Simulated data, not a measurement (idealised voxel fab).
The name of this process module is voxel plated lines.
Square cells of 5 nm make up the cross-section cut, whose width is 155 nm.
Each cross-section below is a grid of square cells, stated as bands in top-down order, with one or more rows of cells making up each band. Per band: top height and bottom height in nm, followed by the left-to-right materials and their widths in nm; "all across" marks a single material spanning edge to edge, "blank" marks empty space. Height is counted from the level 0, under which the received wafer is composed throughout of one material. The lowest of the bands is not closed at the bottom but continues downward, in the notation "0 -> down". A two-number width, for instance "30->40", indicates that the width is equal to the first number in the top row of the band and to the second number in the bottom row, and that it changes by a constant amount per row of cells. For the purposes of this document, the phrase "stayed the same" attached to a step denotes that no cell within the cross-section was modified by that step. "Enclosed voids" contains a list of empty spaces, each no smaller than 8 cells and without an open way to the top, written in the form width x height at distance with the distance from the left edge and all three in nm. That trailing text on a step's line, after the settings, is the simulator's own remark on the step. For masked steps, "overlay nm" on the step line gives how far right of plan the mask actually lay; a minus sign means it lay to the left.

### The following list gives the planned process steps
- 1: RECEIVE: material Si
- 2: CONFORMAL_DEP: material SiO2, thk nm 15
- 3: DIRECTIONAL_DEP: material TiN, thk nm 5
- 4: PATTERN: tone open, mask id LINES, material resist, width nm 25, pitch nm 45, thk nm 35, overlay nm 0
- 5: EPI: material Ru, thk nm 10
- 6: EPI: material Ru, thk nm 5
- 7: EPI: material Ru, thk nm 10
- 8: STRIP: etch materials resist
- 9: DIRECTIONAL_ETCH: etch materials TiN, depth nm 5
- 10: CONFORMAL_DEP: material SiCN, thk nm 5
For this document, wafers share an identical start and vary in the step 10 thk nm; the plan quotes the first wafer's value.

### After step 1, as received: first of several wafers, cross-section
> 0 -> down  Si all across
> Enclosed voids: none

### Rows = wafers. At module end, each row lists per material the cells gained (+) or lost (-) since the wafer was received, then the closed voids
thk nm 5; +50 Ru; +55 SiCN; +93 SiO2; +10 TiN; Enclosed voids: none
thk nm 10; +50 Ru; +110 SiCN; +93 SiO2; +10 TiN; Enclosed voids: none
thk nm 15; +50 Ru; +153 SiCN; +93 SiO2; +10 TiN; Enclosed voids: none
thk nm 20; +50 Ru; +196 SiCN; +93 SiO2; +10 TiN; Enclosed voids: none
